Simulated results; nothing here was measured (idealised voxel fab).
The document below concerns the process module designated voxel trench capacitor.
Displayed cross-section: cut, width of 225 nm, square cells sized 5 nm.
In this document a cross-section is written as a grid of square cells. It is given as a series of bands, listed from the top down, and a band is one or more rows of cells.
Band: top and bottom heights (nm) first, top before bottom; then materials from left to right, widths in nm. "throughout" marks a sole material filling the band edge to edge. "blank" denotes empty space.
Ref level 0: as-received wafer is one material below here. Bottom band extends down with no lower bound ("top 0, no bottom").
Width: "30->40" (first number = top row, second number = bottom row, same change from row to row of cells).
Step marked "no modification"? Then no cell in the cross-section changed in it.
Entry "Enclosed void listing" = empty spaces >= 8 cells with no open way to the top; each as width x height at distance, distance from left edge, all nm.
If you see something after the settings on a step's line, that's the simulator's own remark about that step.
Regarding "overlay nm": on a step with a mask, it is the distance the mask lay to the right of its planned place; a negative value places it to the left.
-- Planned process steps
1: RECEIVE with material Si
2: CONFORMAL_DEP with material SiN, thk nm 5
3: PATTERN with tone open, mask id TRENCH, material resist, width nm 30, pitch nm 55, thk nm 20, overlay nm 0
4: DIRECTIONAL_ETCH with etch materials SiN, depth nm 5
5: DIRECTIONAL_ETCH with etch materials Si, depth nm 35
6: STRIP with etch materials resist
7: CONFORMAL_DEP with material Al2O3, thk nm 5
8: CONFORMAL_DEP with material TiN, thk nm 5
9: FILL_DEP with material W, thk nm 5
10: CMP with height nm 5
-- Wafer, first of two, run as planned
-- Wafer at receipt (post step 1), cross-section
* top 0, no bottom = Si throughout
* Enclosed void listing: none
-- Upon completion of step 2, the wafer appears in cross-section as shown
* top 5, bottom 0 = SiN throughout
* Below a height of 0, the structure has not been altered.
-- Upon completion of step 3, the wafer appears in cross-section as shown
* top 25, bottom 5 = resist 40 nm, blank 30 nm, resist 25 nm, blank 30 nm, resist 25 nm, blank 30 nm, resist 45 nm
* Below a height of 5, the structure has not been altered.
-- Upon completion of step 4, the wafer appears in cross-section as shown
* top 25, bottom 5 = resist 40 nm, blank 30 nm, resist 25 nm, blank 30 nm, resist 25 nm, blank 30 nm, resist 45 nm
* top 5, bottom 0 = SiN 40 nm, blank 30 nm, SiN 25 nm, blank 30 nm, SiN 25 nm, blank 30 nm, SiN 45 nm
* Below a height of 0, the structure has not been altered.
-- Upon completion of step 5, the wafer appears in cross-section as shown
* top 25, bottom 5 = resist 40 nm, blank 30 nm, resist 25 nm, blank 30 nm, resist 25 nm, blank 30 nm, resist 45 nm
* top 5, bottom 0 = SiN 40 nm, blank 30 nm, SiN 25 nm, blank 30 nm, SiN 25 nm, blank 30 nm, SiN 45 nm
* top 0, bottom -35 = Si 40 nm, blank 30 nm, Si 25 nm, blank 30 nm, Si 25 nm, blank 30 nm, Si 45 nm
* Below a height of -35, the structure has not been altered.
-- Upon completion of step 6, the wafer appears in cross-section as shown
* top 5, bottom 0 = SiN 40 nm, blank 30 nm, SiN 25 nm, blank 30 nm, SiN 25 nm, blank 30 nm, SiN 45 nm
* Below a height of 0, the structure has not been altered.
-- Upon completion of step 7, the wafer appears in cross-section as shown
* top 10, bottom 5 = Al2O3 45 nm, blank 20 nm, Al2O3 35 nm, blank 20 nm, Al2O3 35 nm, blank 20 nm, Al2O3 50 nm
* top 5, bottom 0 = SiN 40 nm, Al2O3 5 nm, blank 20 nm, Al2O3 5 nm, SiN 25 nm, Al2O3 5 nm, blank 20 nm, Al2O3 5 nm, SiN 25 nm, Al2O3 5 nm, blank 20 nm, Al2O3 5 nm, SiN 45 nm
* top 0, bottom -30 = Si 40 nm, Al2O3 5 nm, blank 20 nm, Al2O3 5 nm, Si 25 nm, Al2O3 5 nm, blank 20 nm, Al2O3 5 nm, Si 25 nm, Al2O3 5 nm, blank 20 nm, Al2O3 5 nm, Si 45 nm
* top -30, bottom -35 = Si 40 nm, Al2O3 30 nm, Si 25 nm, Al2O3 30 nm, Si 25 nm, Al2O3 30 nm, Si 45 nm
* Below a height of -35, the structure has not been altered.
-- Upon completion of step 8, the wafer appears in cross-section as shown
* top 15, bottom 10 = TiN 50 nm, blank 10 nm, TiN 45 nm, blank 10 nm, TiN 45 nm, blank 10 nm, TiN 55 nm
* top 10, bottom 5 = Al2O3 45 nm, TiN 5 nm, blank 10 nm, TiN 5 nm, Al2O3 35 nm, TiN 5 nm, blank 10 nm, TiN 5 nm, Al2O3 35 nm, TiN 5 nm, blank 10 nm, TiN 5 nm, Al2O3 50 nm
* top 5, bottom 0 = SiN 40 nm, Al2O3 5 nm, TiN 5 nm, blank 10 nm, TiN 5 nm, Al2O3 5 nm, SiN 25 nm, Al2O3 5 nm, TiN 5 nm, blank 10 nm, TiN 5 nm, Al2O3 5 nm, SiN 25 nm, Al2O3 5 nm, TiN 5 nm, blank 10 nm, TiN 5 nm, Al2O3 5 nm, SiN 45 nm
* top 0, bottom -25 = Si 40 nm, Al2O3 5 nm, TiN 5 nm, blank 10 nm, TiN 5 nm, Al2O3 5 nm, Si 25 nm, Al2O3 5 nm, TiN 5 nm, blank 10 nm, TiN 5 nm, Al2O3 5 nm, Si 25 nm, Al2O3 5 nm, TiN 5 nm, blank 10 nm, TiN 5 nm, Al2O3 5 nm, Si 45 nm
* top -25, bottom -30 = Si 40 nm, Al2O3 5 nm, TiN 20 nm, Al2O3 5 nm, Si 25 nm, Al2O3 5 nm, TiN 20 nm, Al2O3 5 nm, Si 25 nm, Al2O3 5 nm, TiN 20 nm, Al2O3 5 nm, Si 45 nm
* Below a height of -30, the structure has not been altered.
-- Upon completion of step 9, the wafer appears in cross-section as shown
* top 20, bottom 15 = W throughout
* top 15, bottom 10 = TiN 50 nm, W 10 nm, TiN 45 nm, W 10 nm, TiN 45 nm, W 10 nm, TiN 55 nm
* top 10, bottom 5 = Al2O3 45 nm, TiN 5 nm, W 10 nm, TiN 5 nm, Al2O3 35 nm, TiN 5 nm, W 10 nm, TiN 5 nm, Al2O3 35 nm, TiN 5 nm, W 10 nm, TiN 5 nm, Al2O3 50 nm
* top 5, bottom 0 = SiN 40 nm, Al2O3 5 nm, TiN 5 nm, W 10 nm, TiN 5 nm, Al2O3 5 nm, SiN 25 nm, Al2O3 5 nm, TiN 5 nm, W 10 nm, TiN 5 nm, Al2O3 5 nm, SiN 25 nm, Al2O3 5 nm, TiN 5 nm, W 10 nm, TiN 5 nm, Al2O3 5 nm, SiN 45 nm
* top 0, bottom -25 = Si 40 nm, Al2O3 5 nm, TiN 5 nm, W 10 nm, TiN 5 nm, Al2O3 5 nm, Si 25 nm, Al2O3 5 nm, TiN 5 nm, W 10 nm, TiN 5 nm, Al2O3 5 nm, Si 25 nm, Al2O3 5 nm, TiN 5 nm, W 10 nm, TiN 5 nm, Al2O3 5 nm, Si 45 nm
* Below a height of -25, the structure has not been altered.
-- Upon completion of step 10, the wafer appears in cross-section as shown
* top 5, bottom 0 = SiN 40 nm, Al2O3 5 nm, TiN 5 nm, W 10 nm, TiN 5 nm, Al2O3 5 nm, SiN 25 nm, Al2O3 5 nm, TiN 5 nm, W 10 nm, TiN 5 nm, Al2O3 5 nm, SiN 25 nm, Al2O3 5 nm, TiN 5 nm, W 10 nm, TiN 5 nm, Al2O3 5 nm, SiN 45 nm
* Below a height of 0, the structure has not been altered.
-- Second Wafer (Identical Start and Plan, One Processing Error; Matches First Wafer Through Step 2)
-- X-section, second wafer, when step 3 was due to finish
* top 25, bottom 5 = resist 30 nm, blank 30 nm, resist 25 nm, blank 30 nm, resist 25 nm, blank 30 nm, resist 55 nm
* Below a height of 5, the structure has not been altered.
-- X-section, second wafer, when step 4 was due to finish
* top 25, bottom 5 = resist 30 nm, blank 30 nm, resist 25 nm, blank 30 nm, resist 25 nm, blank 30 nm, resist 55 nm
* top 5, bottom 0 = SiN 30 nm, blank 30 nm, SiN 25 nm, blank 30 nm, SiN 25 nm, blank 30 nm, SiN 55 nm
* Below a height of 0, the structure has not been altered.
-- X-section, second wafer, when step 5 was due to finish
* top 25, bottom 5 = resist 30 nm, blank 30 nm, resist 25 nm, blank 30 nm, resist 25 nm, blank 30 nm, resist 55 nm
* top 5, bottom 0 = SiN 30 nm, blank 30 nm, SiN 25 nm, blank 30 nm, SiN 25 nm, blank 30 nm, SiN 55 nm
* top 0, bottom -35 = Si 30 nm, blank 30 nm, Si 25 nm, blank 30 nm, Si 25 nm, blank 30 nm, Si 55 nm
* Below a height of -35, the structure has not been altered.
-- X-section, second wafer, when step 6 was due to finish
* top 5, bottom 0 = SiN 30 nm, blank 30 nm, SiN 25 nm, blank 30 nm, SiN 25 nm, blank 30 nm, SiN 55 nm
* Below a height of 0, the structure has not been altered.
-- X-section, second wafer, when step 7 was due to finish
* top 10, bottom 5 = Al2O3 35 nm, blank 20 nm, Al2O3 35 nm, blank 20 nm, Al2O3 35 nm, blank 20 nm, Al2O3 60 nm
* top 5, bottom 0 = SiN 30 nm, Al2O3 5 nm, blank 20 nm, Al2O3 5 nm, SiN 25 nm, Al2O3 5 nm, blank 20 nm, Al2O3 5 nm, SiN 25 nm, Al2O3 5 nm, blank 20 nm, Al2O3 5 nm, SiN 55 nm
* top 0, bottom -30 = Si 30 nm, Al2O3 5 nm, blank 20 nm, Al2O3 5 nm, Si 25 nm, Al2O3 5 nm, blank 20 nm, Al2O3 5 nm, Si 25 nm, Al2O3 5 nm, blank 20 nm, Al2O3 5 nm, Si 55 nm
* top -30, bottom -35 = Si 30 nm, Al2O3 30 nm, Si 25 nm, Al2O3 30 nm, Si 25 nm, Al2O3 30 nm, Si 55 nm
* Below a height of -35, the structure has not been altered.
-- X-section, second wafer, when step 8 was due to finish
* top 15, bottom 10 = TiN 40 nm, blank 10 nm, TiN 45 nm, blank 10 nm, TiN 45 nm, blank 10 nm, TiN 65 nm
* top 10, bottom 5 = Al2O3 35 nm, TiN 5 nm, blank 10 nm, TiN 5 nm, Al2O3 35 nm, TiN 5 nm, blank 10 nm, TiN 5 nm, Al2O3 35 nm, TiN 5 nm, blank 10 nm, TiN 5 nm, Al2O3 60 nm
* top 5, bottom 0 = SiN 30 nm, Al2O3 5 nm, TiN 5 nm, blank 10 nm, TiN 5 nm, Al2O3 5 nm, SiN 25 nm, Al2O3 5 nm, TiN 5 nm, blank 10 nm, TiN 5 nm, Al2O3 5 nm, SiN 25 nm, Al2O3 5 nm, TiN 5 nm, blank 10 nm, TiN 5 nm, Al2O3 5 nm, SiN 55 nm
* top 0, bottom -25 = Si 30 nm, Al2O3 5 nm, TiN 5 nm, blank 10 nm, TiN 5 nm, Al2O3 5 nm, Si 25 nm, Al2O3 5 nm, TiN 5 nm, blank 10 nm, TiN 5 nm, Al2O3 5 nm, Si 25 nm, Al2O3 5 nm, TiN 5 nm, blank 10 nm, TiN 5 nm, Al2O3 5 nm, Si 55 nm
* top -25, bottom -30 = Si 30 nm, Al2O3 5 nm, TiN 20 nm, Al2O3 5 nm, Si 25 nm, Al2O3 5 nm, TiN 20 nm, Al2O3 5 nm, Si 25 nm, Al2O3 5 nm, TiN 20 nm, Al2O3 5 nm, Si 55 nm
* Below a height of -30, the structure has not been altered.
-- X-section, second wafer, when step 9 was due to finish
* top 20, bottom 15 = W throughout
* top 15, bottom 10 = TiN 40 nm, W 10 nm, TiN 45 nm, W 10 nm, TiN 45 nm, W 10 nm, TiN 65 nm
* top 10, bottom 5 = Al2O3 35 nm, TiN 5 nm, W 10 nm, TiN 5 nm, Al2O3 35 nm, TiN 5 nm, W 10 nm, TiN 5 nm, Al2O3 35 nm, TiN 5 nm, W 10 nm, TiN 5 nm, Al2O3 60 nm
* top 5, bottom 0 = SiN 30 nm, Al2O3 5 nm, TiN 5 nm, W 10 nm, TiN 5 nm, Al2O3 5 nm, SiN 25 nm, Al2O3 5 nm, TiN 5 nm, W 10 nm, TiN 5 nm, Al2O3 5 nm, SiN 25 nm, Al2O3 5 nm, TiN 5 nm, W 10 nm, TiN 5 nm, Al2O3 5 nm, SiN 55 nm
* top 0, bottom -25 = Si 30 nm, Al2O3 5 nm, TiN 5 nm, W 10 nm, TiN 5 nm, Al2O3 5 nm, Si 25 nm, Al2O3 5 nm, TiN 5 nm, W 10 nm, TiN 5 nm, Al2O3 5 nm, Si 25 nm, Al2O3 5 nm, TiN 5 nm, W 10 nm, TiN 5 nm, Al2O3 5 nm, Si 55 nm
* Below a height of -25, the structure has not been altered.
-- X-section, second wafer, when step 10 was due to finish
* top 5, bottom 0 = SiN 30 nm, Al2O3 5 nm, TiN 5 nm, W 10 nm, TiN 5 nm, Al2O3 5 nm, SiN 25 nm, Al2O3 5 nm, TiN 5 nm, W 10 nm, TiN 5 nm, Al2O3 5 nm, SiN 25 nm, Al2O3 5 nm, TiN 5 nm, W 10 nm, TiN 5 nm, Al2O3 5 nm, SiN 55 nm
* Below a height of 0, the structure has not been altered.
Deviation noted in wafer processing: step 3 was not run as planned; what actually ran was PATTERN with tone open, mask id TRENCH, material resist, width nm 30, pitch nm 55, thk nm 20, overlay nm -10
At the close, every material occupies the same number of cells on the second wafer as on the first, only in different positions.
